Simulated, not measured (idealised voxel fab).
Title: Process Module voxel self aligned contacts
Displayed cross-section: cut, width of 300 nm, square cells sized 5 nm.
Square cells in a grid make up a cross-section in this document, and the grid is given as bands, listed from the top down, each one or more rows of cells.
This entry defines a band. It first specifies the height of the band's top and the height of its bottom in nm, and then specifies the band's materials from left to right, stating each material with its width in nm. The word "everywhere" identifies a single material that fills the band from edge to edge, while the word "air" identifies empty space.
Height is counted from the level 0, under which the received wafer is composed throughout of one material. The lowest of the bands is not closed at the bottom but continues downward, in the notation "0 -> down".
A width given as "30..40" starts at the first number in the band's top row and ends at the second number in its bottom row, shifting by an equal amount at every step from row to row.
"remained unchanged" (step): cross-section cells unchanged, all of them.
Under "Closed void list" you'll find the enclosed gaps, the ones with no way out to the top, that are 8 cells or bigger; each reads width x height at distance, with distance counted from the left edge, everything in nm.
Whatever follows a step's settings on its line is a remark the simulator itself makes about that step.
When a step includes a mask, the "overlay nm" setting on its line states how far to the right of its planned place that mask lay, and negative values state how far to the left.

-- The steps planned for the process are as follows
- 1: RECEIVE | material Si
- 2: OXIDIZE | depth nm 5
- 3: DIRECTIONAL_DEP | material polySi | thk nm 25
- 4: DIRECTIONAL_DEP | material SiN | thk nm 25
- 5: DIRECTIONAL_DEP | material aC | thk nm 10
- 6: PATTERN | tone cover | mask id GATE | material resist | width nm 35 | pitch nm 80 | thk nm 25 | overlay nm 0
- 7: DIRECTIONAL_ETCH | etch materials aC | depth nm 10
- 8: STRIP | etch materials resist
- 9: DIRECTIONAL_ETCH | etch materials SiN | depth nm 25
- 10: DIRECTIONAL_ETCH | etch materials polySi | depth nm 25
- 11: STRIP | etch materials aC
- 12: CONFORMAL_DEP | material SiN | thk nm 10
- 13: DIRECTIONAL_ETCH | etch materials SiN | depth nm 10
- 14: FILL_DEP | material SiO2 | thk nm 15
- 15: CMP | height nm 60
- 16: DIRECTIONAL_DEP | material aC | thk nm 10
- 17: PATTERN | tone open | mask id CONTACT | material resist | width nm 65 | pitch nm 80 | thk nm 25 | overlay nm 0
- 18: DIRECTIONAL_ETCH | etch materials aC | depth nm 10
- 19: STRIP | etch materials resist
- 20: DIRECTIONAL_ETCH | etch materials SiO2 | depth nm 65
- 21: STRIP | etch materials aC
- 22: CONFORMAL_DEP | material TiN | thk nm 5
- 23: FILL_DEP | material Ru | thk nm 10
- 24: CMP | height nm 60
- 25: CONFORMAL_DEP | material SiN | thk nm 5

-- Step 1 complete: cross-section of the wafer as received
	0 -> down: Si everywhere
	Closed void list: none

-- Cross-sectional image of the first of two wafers at the end of the module, the run having proceeded as planned
	65 -> 60: SiN everywhere
	60 -> 50: SiO2 (75), TiN (5..25), Ru (55..15), TiN (5..25), SiO2 (15), TiN (5..25), Ru (55..15), TiN (5..25), SiO2 (80)
	50 -> 25: SiO2 (40), SiN (55), TiN (5), Ru (15), TiN (5), SiN (55), TiN (5), Ru (15), TiN (5), SiN (55), SiO2 (45)
	25 -> 0: SiO2 (40), SiN (10), polySi (35), SiN (10), TiN (5), Ru (15), TiN (5), SiN (10), polySi (35), SiN (10), TiN (5), Ru (15), TiN (5), SiN (10), polySi (35), SiN (10), SiO2 (45)
	0 -> -5: SiO2 (95), TiN (25), SiO2 (55), TiN (25), SiO2 (100)
	-5 -> down: Si everywhere
	Closed void list: none

-- Cross-sectional view of the second of two wafers upon completion of the module. This wafer shared its starting condition and process plan with the first; one error was made during its execution
	65 -> 60: SiN everywhere
	60 -> 50: SiO2 (75), TiN (5..25), Ru (55..15), TiN (5..25), SiO2 (15), TiN (5..25), Ru (55..15), TiN (5..25), SiO2 (80)
	50 -> 25: SiO2 (40), SiN (55), TiN (5), Ru (15), TiN (5), SiN (55), TiN (5), Ru (15), TiN (5), SiN (55), SiO2 (45)
	25 -> 20: SiO2 (95), TiN (25), SiO2 (55), TiN (25), SiO2 (100)
	20 -> 0: polySi everywhere
	0 -> down: Si everywhere
	Closed void list: none
What went wrong in running the wafer? steps 2 and 3 traded places in the executed sequence
FYI, end of process, the second wafer has more or fewer cells of some materials than the first: -30 Ru; +60 Si; -60 SiN; -85 SiO2; -20 TiN; +135 polySi
